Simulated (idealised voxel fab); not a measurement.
Process module name: voxel self aligned vias
245 nm wide, 5 nm square cells: that's cross-section cut.
Each cross-section below is a grid of square cells, stated as bands in top-down order, with one or more rows of cells making up each band.
Band: top and bottom heights (nm) first, top before bottom; then materials from left to right, widths in nm. "full width" marks a sole material filling the band edge to edge. "air" denotes empty space.
Below 0: as-received wafer, all one material; heights counted from there. Lowest band: no bottom, goes on down, written "top 0, no bottom".
When a width is written as two numbers, as in "30->40", the first number is the width in the top row of cells of the band and the second is the width in its bottom row, and the width changes by the same amount from each row to the next.
"no alteration", as given for a step, is the statement that not any cell of the cross-section underwent a change during that step.
Under "Enclosed cavity list" you'll find the enclosed gaps, the ones with no way out to the top, that are 8 cells or bigger; each reads width x height at distance, with distance counted from the left edge, everything in nm.
The remark found on a step's line after its settings is issued by the simulator itself and pertains to that step.
overlay nm: mask offset rightward from planned place, masked step; negative means leftward offset.
[Intended process steps]
| 1 | op RECEIVE | material Si |
| 2 | op CONFORMAL_DEP | material SiO2 | thk nm 10 |
| 3 | op CONFORMAL_DEP | material SiCN | thk nm 5 |
| 4 | op DIRECTIONAL_DEP | material lowk | thk nm 25 |
| 5 | op PATTERN | tone open | mask id LINES | material resist | width nm 30 | pitch nm 65 | thk nm 15 | overlay nm 0 |
| 6 | op DIRECTIONAL_ETCH | etch materials lowk | depth nm 25 |
| 7 | op STRIP | etch materials resist |
| 8 | op CONFORMAL_DEP | material TiN | thk nm 5 |
| 9 | op FILL_DEP | material Ru | thk nm 10 |
| 10 | op CMP | height nm 40 |
| 11 | op SELECTIVE_ETCH | etch materials W Ru TiN | depth nm 10 |
| 12 | op FILL_DEP | material SiN | thk nm 5 |
| 13 | op CMP | height nm 40 |
| 14 | op DIRECTIONAL_DEP | material lowk | thk nm 15 |
| 15 | op MASKED_ETCH | tone open | mask id VIAS | width nm 40 | pitch nm 65 | etch materials lowk | depth nm 15 | overlay nm 0 |
| 16 | op MASKED_ETCH | tone open | mask id VIAS | width nm 40 | pitch nm 65 | etch materials SiN | depth nm 10 | overlay nm 0 |
| 17 | op CONFORMAL_DEP | material TiN | thk nm 5 |
| 18 | op FILL_DEP | material Ru | thk nm 10 |
| 19 | op CMP | height nm 55 |
| 20 | op CONFORMAL_DEP | material SiN | thk nm 5 |
[Below: the first of two wafers, run as planned]
[The cross-section here shows the wafer as received, i.e. in its state after step 1]
    top 0, no bottom  Si full width
    Enclosed cavity list: none
[The following cross-section depicts the wafer upon completion of step 2]
    top 10, bottom 0  SiO2 full width
    Unchanged below 0.
[The following cross-section depicts the wafer upon completion of step 3]
    top 15, bottom 10  SiCN full width
    Unchanged below 10.
[The following cross-section depicts the wafer upon completion of step 4]
    top 40, bottom 15  lowk full width
    Unchanged below 15.
[The following cross-section depicts the wafer upon completion of step 5]
    top 55, bottom 40  resist: 40, air: 30, resist: 35, air: 30, resist: 35, air: 30, resist: 45
    Unchanged below 40.
[The following cross-section depicts the wafer upon completion of step 6]
    top 55, bottom 40  resist: 40, air: 30, resist: 35, air: 30, resist: 35, air: 30, resist: 45
    top 40, bottom 15  lowk: 40, air: 30, lowk: 35, air: 30, lowk: 35, air: 30, lowk: 45
    Unchanged below 15.
[The following cross-section depicts the wafer upon completion of step 7]
    top 40, bottom 15  lowk: 40, air: 30, lowk: 35, air: 30, lowk: 35, air: 30, lowk: 45
    Unchanged below 15.
[The following cross-section depicts the wafer upon completion of step 8]
    top 45, bottom 40  TiN: 45, air: 20, TiN: 45, air: 20, TiN: 45, air: 20, TiN: 50
    top 40, bottom 20  lowk: 40, TiN: 5, air: 20, TiN: 5, lowk: 35, TiN: 5, air: 20, TiN: 5, lowk: 35, TiN: 5, air: 20, TiN: 5, lowk: 45
    top 20, bottom 15  lowk: 40, TiN: 30, lowk: 35, TiN: 30, lowk: 35, TiN: 30, lowk: 45
    Unchanged below 15.
[The following cross-section depicts the wafer upon completion of step 9]
    top 55, bottom 45  Ru full width
    top 45, bottom 40  TiN: 45, Ru: 20, TiN: 45, Ru: 20, TiN: 45, Ru: 20, TiN: 50
    top 40, bottom 20  lowk: 40, TiN: 5, Ru: 20, TiN: 5, lowk: 35, TiN: 5, Ru: 20, TiN: 5, lowk: 35, TiN: 5, Ru: 20, TiN: 5, lowk: 45
    Unchanged below 20.
[The following cross-section depicts the wafer upon completion of step 10]
    top 40, bottom 20  lowk: 40, TiN: 5, Ru: 20, TiN: 5, lowk: 35, TiN: 5, Ru: 20, TiN: 5, lowk: 35, TiN: 5, Ru: 20, TiN: 5, lowk: 45
    Unchanged below 20.
[The following cross-section depicts the wafer upon completion of step 11]
    top 40, bottom 30  lowk: 40, air: 30, lowk: 35, air: 30, lowk: 35, air: 30, lowk: 45
    Unchanged below 30.
[The following cross-section depicts the wafer upon completion of step 12]
    top 45, bottom 40  SiN full width
    top 40, bottom 30  lowk: 40, SiN: 30, lowk: 35, SiN: 30, lowk: 35, SiN: 30, lowk: 45
    Unchanged below 30.
[The following cross-section depicts the wafer upon completion of step 13]
    top 40, bottom 30  lowk: 40, SiN: 30, lowk: 35, SiN: 30, lowk: 35, SiN: 30, lowk: 45
    Unchanged below 30.
[The following cross-section depicts the wafer upon completion of step 14]
    top 55, bottom 40  lowk full width
    Unchanged below 40.
[The following cross-section depicts the wafer upon completion of step 15]
    top 55, bottom 40  lowk: 35, air: 40, lowk: 25, air: 40, lowk: 25, air: 40, lowk: 40
    Unchanged below 40.
[The following cross-section depicts the wafer upon completion of step 16]
    top 55, bottom 40  lowk: 35, air: 40, lowk: 25, air: 40, lowk: 25, air: 40, lowk: 40
    top 40, bottom 30  lowk: 40, air: 30, lowk: 35, air: 30, lowk: 35, air: 30, lowk: 45
    Unchanged below 30.
[The following cross-section depicts the wafer upon completion of step 17]
    top 60, bottom 55  TiN: 40, air: 30, TiN: 35, air: 30, TiN: 35, air: 30, TiN: 45
    top 55, bottom 45  lowk: 35, TiN: 5, air: 30, TiN: 5, lowk: 25, TiN: 5, air: 30, TiN: 5, lowk: 25, TiN: 5, air: 30, TiN: 5, lowk: 40
    top 45, bottom 35  lowk: 35->40, TiN: 10->5, air: 20, TiN: 10->5, lowk: 25->35, TiN: 10->5, air: 20, TiN: 10->5, lowk: 25->35, TiN: 10->5, air: 20, TiN: 10->5, lowk: 40->45
    top 35, bottom 30  lowk: 40, TiN: 30, lowk: 35, TiN: 30, lowk: 35, TiN: 30, lowk: 45
    Unchanged below 30.
[The following cross-section depicts the wafer upon completion of step 18]
    top 70, bottom 60  Ru full width
    top 60, bottom 55  TiN: 40, Ru: 30, TiN: 35, Ru: 30, TiN: 35, Ru: 30, TiN: 45
    top 55, bottom 45  lowk: 35, TiN: 5, Ru: 30, TiN: 5, lowk: 25, TiN: 5, Ru: 30, TiN: 5, lowk: 25, TiN: 5, Ru: 30, TiN: 5, lowk: 40
    top 45, bottom 35  lowk: 35->40, TiN: 10->5, Ru: 20, TiN: 10->5, lowk: 25->35, TiN: 10->5, Ru: 20, TiN: 10->5, lowk: 25->35, TiN: 10->5, Ru: 20, TiN: 10->5, lowk: 40->45
    Unchanged below 35.
[The following cross-section depicts the wafer upon completion of step 19]
    top 55, bottom 45  lowk: 35, TiN: 5, Ru: 30, TiN: 5, lowk: 25, TiN: 5, Ru: 30, TiN: 5, lowk: 25, TiN: 5, Ru: 30, TiN: 5, lowk: 40
    Unchanged below 45.
[The following cross-section depicts the wafer upon completion of step 20]
    top 60, bottom 55  SiN full width
    Unchanged below 55.
[Second wafer: same start and same plan as the first, one execution error; identical to the first through step 4]
[Cross-section of the second wafer corresponding to the planned conclusion of step 5]
    top 55, bottom 40  resist: 35, air: 30, resist: 35, air: 30, resist: 35, air: 30, resist: 50
    Unchanged below 40.
[Cross-section of the second wafer corresponding to the planned conclusion of step 6]
    top 55, bottom 40  resist: 35, air: 30, resist: 35, air: 30, resist: 35, air: 30, resist: 50
    top 40, bottom 15  lowk: 35, air: 30, lowk: 35, air: 30, lowk: 35, air: 30, lowk: 50
    Unchanged below 15.
[Cross-section of the second wafer corresponding to the planned conclusion of step 7]
    top 40, bottom 15  lowk: 35, air: 30, lowk: 35, air: 30, lowk: 35, air: 30, lowk: 50
    Unchanged below 15.
[Cross-section of the second wafer corresponding to the planned conclusion of step 8]
    top 45, bottom 40  TiN: 40, air: 20, TiN: 45, air: 20, TiN: 45, air: 20, TiN: 55
    top 40, bottom 20  lowk: 35, TiN: 5, air: 20, TiN: 5, lowk: 35, TiN: 5, air: 20, TiN: 5, lowk: 35, TiN: 5, air: 20, TiN: 5, lowk: 50
    top 20, bottom 15  lowk: 35, TiN: 30, lowk: 35, TiN: 30, lowk: 35, TiN: 30, lowk: 50
    Unchanged below 15.
[Cross-section of the second wafer corresponding to the planned conclusion of step 9]
    top 55, bottom 45  Ru full width
    top 45, bottom 40  TiN: 40, Ru: 20, TiN: 45, Ru: 20, TiN: 45, Ru: 20, TiN: 55
    top 40, bottom 20  lowk: 35, TiN: 5, Ru: 20, TiN: 5, lowk: 35, TiN: 5, Ru: 20, TiN: 5, lowk: 35, TiN: 5, Ru: 20, TiN: 5, lowk: 50
    Unchanged below 20.
[Cross-section of the second wafer corresponding to the planned conclusion of step 10]
    top 40, bottom 20  lowk: 35, TiN: 5, Ru: 20, TiN: 5, lowk: 35, TiN: 5, Ru: 20, TiN: 5, lowk: 35, TiN: 5, Ru: 20, TiN: 5, lowk: 50
    Unchanged below 20.
[Cross-section of the second wafer corresponding to the planned conclusion of step 11]
    top 40, bottom 30  lowk: 35, air: 30, lowk: 35, air: 30, lowk: 35, air: 30, lowk: 50
    Unchanged below 30.
[Cross-section of the second wafer corresponding to the planned conclusion of step 12]
    top 45, bottom 40  SiN full width
    top 40, bottom 30  lowk: 35, SiN: 30, lowk: 35, SiN: 30, lowk: 35, SiN: 30, lowk: 50
    Unchanged below 30.
[Cross-section of the second wafer corresponding to the planned conclusion of step 13]
    top 40, bottom 30  lowk: 35, SiN: 30, lowk: 35, SiN: 30, lowk: 35, SiN: 30, lowk: 50
    Unchanged below 30.
[Cross-section of the second wafer corresponding to the planned conclusion of step 14]
    top 55, bottom 40  lowk full width
    Unchanged below 40.
[Cross-section of the second wafer corresponding to the planned conclusion of step 15]
    top 55, bottom 40  lowk: 35, air: 40, lowk: 25, air: 40, lowk: 25, air: 40, lowk: 40
    Unchanged below 40.
[Cross-section of the second wafer corresponding to the planned conclusion of step 16]
    top 55, bottom 40  lowk: 35, air: 40, lowk: 25, air: 40, lowk: 25, air: 40, lowk: 40
    top 40, bottom 30  lowk: 35, air: 30, lowk: 35, air: 30, lowk: 35, air: 30, lowk: 50
    Unchanged below 30.
[Cross-section of the second wafer corresponding to the planned conclusion of step 17]
    top 60, bottom 55  TiN: 40, air: 30, TiN: 35, air: 30, TiN: 35, air: 30, TiN: 45
    top 55, bottom 45  lowk: 35, TiN: 5, air: 30, TiN: 5, lowk: 25, TiN: 5, air: 30, TiN: 5, lowk: 25, TiN: 5, air: 30, TiN: 5, lowk: 40
    top 45, bottom 35  lowk: 35, TiN: 5, air: 20, TiN: 15->5, lowk: 25->35, TiN: 5, air: 20, TiN: 15->5, lowk: 25->35, TiN: 5, air: 20, TiN: 15->5, lowk: 40->50
    top 35, bottom 30  lowk: 35, TiN: 30, lowk: 35, TiN: 30, lowk: 35, TiN: 30, lowk: 50
    Unchanged below 30.
[Cross-section of the second wafer corresponding to the planned conclusion of step 18]
    top 70, bottom 60  Ru full width
    top 60, bottom 55  TiN: 40, Ru: 30, TiN: 35, Ru: 30, TiN: 35, Ru: 30, TiN: 45
    top 55, bottom 45  lowk: 35, TiN: 5, Ru: 30, TiN: 5, lowk: 25, TiN: 5, Ru: 30, TiN: 5, lowk: 25, TiN: 5, Ru: 30, TiN: 5, lowk: 40
    top 45, bottom 35  lowk: 35, TiN: 5, Ru: 20, TiN: 15->5, lowk: 25->35, TiN: 5, Ru: 20, TiN: 15->5, lowk: 25->35, TiN: 5, Ru: 20, TiN: 15->5, lowk: 40->50
    Unchanged below 35.
[Cross-section of the second wafer corresponding to the planned conclusion of step 19]
    top 55, bottom 45  lowk: 35, TiN: 5, Ru: 30, TiN: 5, lowk: 25, TiN: 5, Ru: 30, TiN: 5, lowk: 25, TiN: 5, Ru: 30, TiN: 5, lowk: 40
    Unchanged below 45.
[Cross-section of the second wafer corresponding to the planned conclusion of step 20]
    top 60, bottom 55  SiN full width
    Unchanged below 55.
Here's what went sideways: rather than as planned, step 5 actually ran as op PATTERN | tone open | mask id LINES | material resist | width nm 30 | pitch nm 65 | thk nm 15 | overlay nm -5
at the end the second wafer has, in cells: as many of each material as the first, in other places
